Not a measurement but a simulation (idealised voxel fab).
The process module presented herein is designated voxel self aligned contacts.
The width of the displayed cross-section, cut, is 205 nm; its cells are square, with a size of 5 nm.
Format of a cross-section: grid, square cells. Given as bands. Order: top down. Band: one or more rows of cells.
Heads up on the band format: heights come first, top then bottom, in nm. After that it's the materials left to right, each with its width in nm. A single material flagged "throughout" fills the whole band edge to edge, and "blank" means there's empty space there.
Counting heights begins at 0, where everything beneath is, in the wafer as received, one material. The lowest band has no bottom; it goes on downwards, as "z 0 and below" shows.
The width entry "30 to 40" should be interpreted row by row: the top row of cells in the band takes the first number, the bottom row takes the second number, and the change between adjacent rows is uniform throughout.
What does "changes: none" mean for a step? It means no cell of the cross-section changed in that step.
The entry titled "Closed cavity list" provides the empty spaces that have no open way to the top, restricted to those of 8 cells or more. Each is presented as width x height at distance, the distance being measured from the left edge, with all three in nm.
Text after the settings on a step's line: the simulator's own remark on that step.
Among the settings permitted on a step's line is "overlay nm"; applied to a step with a mask, it specifies the extent to which the mask lay to the right of its planned position, whereas a negative figure signifies a position to the left.

List of planned process steps:
1,RECEIVE, material Si
2,OXIDIZE, depth nm 5
3,DIRECTIONAL_DEP, material polySi, thk nm 20
4,DIRECTIONAL_DEP, material SiN, thk nm 20
5,PATTERN, tone cover, mask id GATE, material resist, width nm 35, pitch nm 65, thk nm 20, overlay nm 0
6,DIRECTIONAL_ETCH, etch materials SiN, depth nm 20
7,DIRECTIONAL_ETCH, etch materials polySi, depth nm 20
8,STRIP, etch materials resist
9,CONFORMAL_DEP, material SiN, thk nm 5
10,DIRECTIONAL_ETCH, etch materials SiN, depth nm 5
11,FILL_DEP, material SiO2, thk nm 15
12,CMP, height nm 50
13,PATTERN, tone open, mask id CONTACT, material resist, width nm 40, pitch nm 65, thk nm 15, overlay nm 0
14,DIRECTIONAL_ETCH, etch materials SiO2, depth nm 55
15,STRIP, etch materials resist
16,CONFORMAL_DEP, material TiN, thk nm 5
17,FILL_DEP, material W, thk nm 5
18,CMP, height nm 50
19,CONFORMAL_DEP, material SiN, thk nm 5

Account of the first of two wafers, which was processed as intended:

Wafer cross-section on receipt, i.e. after step 1:
	z 0 and below | Si throughout
	Closed cavity list: none

Cross-sectional representation of the wafer at the conclusion of step 2:
	z 0 to -5 | SiO2 throughout
	Everything below -5 is unchanged.

Cross-sectional representation of the wafer at the conclusion of step 3:
	z 20 to 0 | polySi throughout
	Everything below 0 is unchanged.

Cross-sectional representation of the wafer at the conclusion of step 4:
	z 40 to 20 | SiN throughout
	Everything below 20 is unchanged.

Cross-sectional representation of the wafer at the conclusion of step 5:
	z 60 to 40 | blank 20 nm, then resist 35 nm, then blank 30 nm, then resist 35 nm, then blank 30 nm, then resist 35 nm, then blank 20 nm
	Everything below 40 is unchanged.

Cross-sectional representation of the wafer at the conclusion of step 6:
	z 60 to 40 | blank 20 nm, then resist 35 nm, then blank 30 nm, then resist 35 nm, then blank 30 nm, then resist 35 nm, then blank 20 nm
	z 40 to 20 | blank 20 nm, then SiN 35 nm, then blank 30 nm, then SiN 35 nm, then blank 30 nm, then SiN 35 nm, then blank 20 nm
	Everything below 20 is unchanged.

Cross-sectional representation of the wafer at the conclusion of step 7:
	z 60 to 40 | blank 20 nm, then resist 35 nm, then blank 30 nm, then resist 35 nm, then blank 30 nm, then resist 35 nm, then blank 20 nm
	z 40 to 20 | blank 20 nm, then SiN 35 nm, then blank 30 nm, then SiN 35 nm, then blank 30 nm, then SiN 35 nm, then blank 20 nm
	z 20 to 0 | blank 20 nm, then polySi 35 nm, then blank 30 nm, then polySi 35 nm, then blank 30 nm, then polySi 35 nm, then blank 20 nm
	Everything below 0 is unchanged.

Cross-sectional representation of the wafer at the conclusion of step 8:
	z 40 to 20 | blank 20 nm, then SiN 35 nm, then blank 30 nm, then SiN 35 nm, then blank 30 nm, then SiN 35 nm, then blank 20 nm
	Everything below 20 is unchanged.

Cross-sectional representation of the wafer at the conclusion of step 9:
	z 45 to 20 | blank 15 nm, then SiN 45 nm, then blank 20 nm, then SiN 45 nm, then blank 20 nm, then SiN 45 nm, then blank 15 nm
	z 20 to 5 | blank 15 nm, then SiN 5 nm, then polySi 35 nm, then SiN 5 nm, then blank 20 nm, then SiN 5 nm, then polySi 35 nm, then SiN 5 nm, then blank 20 nm, then SiN 5 nm, then polySi 35 nm, then SiN 5 nm, then blank 15 nm
	z 5 to 0 | SiN 20 nm, then polySi 35 nm, then SiN 30 nm, then polySi 35 nm, then SiN 30 nm, then polySi 35 nm, then SiN 20 nm
	Everything below 0 is unchanged.

Cross-sectional representation of the wafer at the conclusion of step 10:
	z 40 to 20 | blank 15 nm, then SiN 45 nm, then blank 20 nm, then SiN 45 nm, then blank 20 nm, then SiN 45 nm, then blank 15 nm
	z 20 to 0 | blank 15 nm, then SiN 5 nm, then polySi 35 nm, then SiN 5 nm, then blank 20 nm, then SiN 5 nm, then polySi 35 nm, then SiN 5 nm, then blank 20 nm, then SiN 5 nm, then polySi 35 nm, then SiN 5 nm, then blank 15 nm
	Everything below 0 is unchanged.

Cross-sectional representation of the wafer at the conclusion of step 11:
	z 55 to 40 | SiO2 throughout
	z 40 to 20 | SiO2 15 nm, then SiN 45 nm, then SiO2 20 nm, then SiN 45 nm, then SiO2 20 nm, then SiN 45 nm, then SiO2 15 nm
	z 20 to 0 | SiO2 15 nm, then SiN 5 nm, then polySi 35 nm, then SiN 5 nm, then SiO2 20 nm, then SiN 5 nm, then polySi 35 nm, then SiN 5 nm, then SiO2 20 nm, then SiN 5 nm, then polySi 35 nm, then SiN 5 nm, then SiO2 15 nm
	Everything below 0 is unchanged.

Cross-sectional representation of the wafer at the conclusion of step 12:
	z 50 to 40 | SiO2 throughout
	Everything below 40 is unchanged.

Cross-sectional representation of the wafer at the conclusion of step 13:
	z 65 to 50 | resist 50 nm, then blank 40 nm, then resist 25 nm, then blank 40 nm, then resist 50 nm
	Everything below 50 is unchanged.

Cross-sectional representation of the wafer at the conclusion of step 14:
	z 65 to 50 | resist 50 nm, then blank 40 nm, then resist 25 nm, then blank 40 nm, then resist 50 nm
	z 50 to 40 | SiO2 50 nm, then blank 40 nm, then SiO2 25 nm, then blank 40 nm, then SiO2 50 nm
	z 40 to 20 | SiO2 15 nm, then SiN 45 nm, then blank 20 nm, then SiN 45 nm, then blank 20 nm, then SiN 45 nm, then SiO2 15 nm
	z 20 to 0 | SiO2 15 nm, then SiN 5 nm, then polySi 35 nm, then SiN 5 nm, then blank 20 nm, then SiN 5 nm, then polySi 35 nm, then SiN 5 nm, then blank 20 nm, then SiN 5 nm, then polySi 35 nm, then SiN 5 nm, then SiO2 15 nm
	z 0 to -5 | SiO2 60 nm, then blank 20 nm, then SiO2 45 nm, then blank 20 nm, then SiO2 60 nm
	Everything below -5 is unchanged.

Cross-sectional representation of the wafer at the conclusion of step 15:
	z 50 to 40 | SiO2 50 nm, then blank 40 nm, then SiO2 25 nm, then blank 40 nm, then SiO2 50 nm
	Everything below 40 is unchanged.

Cross-sectional representation of the wafer at the conclusion of step 16:
	z 55 to 50 | TiN 55 nm, then blank 30 nm, then TiN 35 nm, then blank 30 nm, then TiN 55 nm
	z 50 to 40 | SiO2 50 nm, then TiN 5 to 15 nm, then blank 30 to 10 nm, then TiN 5 to 15 nm, then SiO2 25 nm, then TiN 5 to 15 nm, then blank 30 to 10 nm, then TiN 5 to 15 nm, then SiO2 50 nm
	z 40 to 20 | SiO2 15 nm, then SiN 45 nm, then TiN 5 nm, then blank 10 nm, then TiN 5 nm, then SiN 45 nm, then TiN 5 nm, then blank 10 nm, then TiN 5 nm, then SiN 45 nm, then SiO2 15 nm
	z 20 to 0 | SiO2 15 nm, then SiN 5 nm, then polySi 35 nm, then SiN 5 nm, then TiN 5 nm, then blank 10 nm, then TiN 5 nm, then SiN 5 nm, then polySi 35 nm, then SiN 5 nm, then TiN 5 nm, then blank 10 nm, then TiN 5 nm, then SiN 5 nm, then polySi 35 nm, then SiN 5 nm, then SiO2 15 nm
	z 0 to -5 | SiO2 60 nm, then TiN 20 nm, then SiO2 45 nm, then TiN 20 nm, then SiO2 60 nm
	Everything below -5 is unchanged.

Cross-sectional representation of the wafer at the conclusion of step 17:
	z 60 to 55 | W throughout
	z 55 to 50 | TiN 55 nm, then W 30 nm, then TiN 35 nm, then W 30 nm, then TiN 55 nm
	z 50 to 40 | SiO2 50 nm, then TiN 5 to 15 nm, then W 30 to 10 nm, then TiN 5 to 15 nm, then SiO2 25 nm, then TiN 5 to 15 nm, then W 30 to 10 nm, then TiN 5 to 15 nm, then SiO2 50 nm
	z 40 to 20 | SiO2 15 nm, then SiN 45 nm, then TiN 5 nm, then W 10 nm, then TiN 5 nm, then SiN 45 nm, then TiN 5 nm, then W 10 nm, then TiN 5 nm, then SiN 45 nm, then SiO2 15 nm
	z 20 to 0 | SiO2 15 nm, then SiN 5 nm, then polySi 35 nm, then SiN 5 nm, then TiN 5 nm, then W 10 nm, then TiN 5 nm, then SiN 5 nm, then polySi 35 nm, then SiN 5 nm, then TiN 5 nm, then W 10 nm, then TiN 5 nm, then SiN 5 nm, then polySi 35 nm, then SiN 5 nm, then SiO2 15 nm
	Everything below 0 is unchanged.

Cross-sectional representation of the wafer at the conclusion of step 18:
	z 50 to 40 | SiO2 50 nm, then TiN 5 to 15 nm, then W 30 to 10 nm, then TiN 5 to 15 nm, then SiO2 25 nm, then TiN 5 to 15 nm, then W 30 to 10 nm, then TiN 5 to 15 nm, then SiO2 50 nm
	Everything below 40 is unchanged.

Cross-sectional representation of the wafer at the conclusion of step 19:
	z 55 to 50 | SiN throughout
	Everything below 50 is unchanged.

Regarding the second of the two wafers: it shared the first wafer's starting condition and process plan, yet one error occurred during its execution. Its history coincides with that of the first wafer up to and including step 8:

Here is the second wafer in cross-section at the point where step 9 of the plan should have been done: changes: none

Here is the second wafer in cross-section at the point where step 10 of the plan should have been done:
	z 35 to 20 | blank 20 nm, then SiN 35 nm, then blank 30 nm, then SiN 35 nm, then blank 30 nm, then SiN 35 nm, then blank 20 nm
	Everything below 20 is unchanged.

Here is the second wafer in cross-section at the point where step 11 of the plan should have been done:
	z 50 to 35 | SiO2 throughout
	z 35 to 20 | SiO2 20 nm, then SiN 35 nm, then SiO2 30 nm, then SiN 35 nm, then SiO2 30 nm, then SiN 35 nm, then SiO2 20 nm
	z 20 to 0 | SiO2 20 nm, then polySi 35 nm, then SiO2 30 nm, then polySi 35 nm, then SiO2 30 nm, then polySi 35 nm, then SiO2 20 nm
	Everything below 0 is unchanged.

Here is the second wafer in cross-section at the point where step 12 of the plan should have been done: changes: none

Here is the second wafer in cross-section at the point where step 13 of the plan should have been done:
	z 65 to 50 | resist 50 nm, then blank 40 nm, then resist 25 nm, then blank 40 nm, then resist 50 nm
	Everything below 50 is unchanged.

Here is the second wafer in cross-section at the point where step 14 of the plan should have been done:
	z 65 to 50 | resist 50 nm, then blank 40 nm, then resist 25 nm, then blank 40 nm, then resist 50 nm
	z 50 to 35 | SiO2 50 nm, then blank 40 nm, then SiO2 25 nm, then blank 40 nm, then SiO2 50 nm
	z 35 to 20 | SiO2 20 nm, then SiN 35 nm, then blank 30 nm, then SiN 35 nm, then blank 30 nm, then SiN 35 nm, then SiO2 20 nm
	z 20 to 0 | SiO2 20 nm, then polySi 35 nm, then blank 30 nm, then polySi 35 nm, then blank 30 nm, then polySi 35 nm, then SiO2 20 nm
	z 0 to -5 | SiO2 55 nm, then blank 30 nm, then SiO2 35 nm, then blank 30 nm, then SiO2 55 nm
	Everything below -5 is unchanged.

Here is the second wafer in cross-section at the point where step 15 of the plan should have been done:
	z 50 to 35 | SiO2 50 nm, then blank 40 nm, then SiO2 25 nm, then blank 40 nm, then SiO2 50 nm
	Everything below 35 is unchanged.

Here is the second wafer in cross-section at the point where step 16 of the plan should have been done:
	z 55 to 50 | TiN 55 nm, then blank 30 nm, then TiN 35 nm, then blank 30 nm, then TiN 55 nm
	z 50 to 40 | SiO2 50 nm, then TiN 5 nm, then blank 30 nm, then TiN 5 nm, then SiO2 25 nm, then TiN 5 nm, then blank 30 nm, then TiN 5 nm, then SiO2 50 nm
	z 40 to 35 | SiO2 50 nm, then TiN 10 nm, then blank 20 nm, then TiN 10 nm, then SiO2 25 nm, then TiN 10 nm, then blank 20 nm, then TiN 10 nm, then SiO2 50 nm
	z 35 to 20 | SiO2 20 nm, then SiN 35 nm, then TiN 5 nm, then blank 20 nm, then TiN 5 nm, then SiN 35 nm, then TiN 5 nm, then blank 20 nm, then TiN 5 nm, then SiN 35 nm, then SiO2 20 nm
	z 20 to 0 | SiO2 20 nm, then polySi 35 nm, then TiN 5 nm, then blank 20 nm, then TiN 5 nm, then polySi 35 nm, then TiN 5 nm, then blank 20 nm, then TiN 5 nm, then polySi 35 nm, then SiO2 20 nm
	z 0 to -5 | SiO2 55 nm, then TiN 30 nm, then SiO2 35 nm, then TiN 30 nm, then SiO2 55 nm
	Everything below -5 is unchanged.

Here is the second wafer in cross-section at the point where step 17 of the plan should have been done:
	z 60 to 55 | W throughout
	z 55 to 50 | TiN 55 nm, then W 30 nm, then TiN 35 nm, then W 30 nm, then TiN 55 nm
	z 50 to 40 | SiO2 50 nm, then TiN 5 nm, then W 30 nm, then TiN 5 nm, then SiO2 25 nm, then TiN 5 nm, then W 30 nm, then TiN 5 nm, then SiO2 50 nm
	z 40 to 35 | SiO2 50 nm, then TiN 10 nm, then W 20 nm, then TiN 10 nm, then SiO2 25 nm, then TiN 10 nm, then W 20 nm, then TiN 10 nm, then SiO2 50 nm
	z 35 to 20 | SiO2 20 nm, then SiN 35 nm, then TiN 5 nm, then W 20 nm, then TiN 5 nm, then SiN 35 nm, then TiN 5 nm, then W 20 nm, then TiN 5 nm, then SiN 35 nm, then SiO2 20 nm
	z 20 to 0 | SiO2 20 nm, then polySi 35 nm, then TiN 5 nm, then W 20 nm, then TiN 5 nm, then polySi 35 nm, then TiN 5 nm, then W 20 nm, then TiN 5 nm, then polySi 35 nm, then SiO2 20 nm
	Everything below 0 is unchanged.

Here is the second wafer in cross-section at the point where step 18 of the plan should have been done:
	z 50 to 40 | SiO2 50 nm, then TiN 5 nm, then W 30 nm, then TiN 5 nm, then SiO2 25 nm, then TiN 5 nm, then W 30 nm, then TiN 5 nm, then SiO2 50 nm
	Everything below 40 is unchanged.

Here is the second wafer in cross-section at the point where step 19 of the plan should have been done:
	z 55 to 50 | SiN throughout
	Everything below 50 is unchanged.
Which mistake was made when the wafer was run? skipped: plan step 9 (never run)
Wrapping up, a cell-based count of both wafers puts the second over or under the first for these materials: SiN: 69 fewer, SiO2: 29 more, W: 40 more
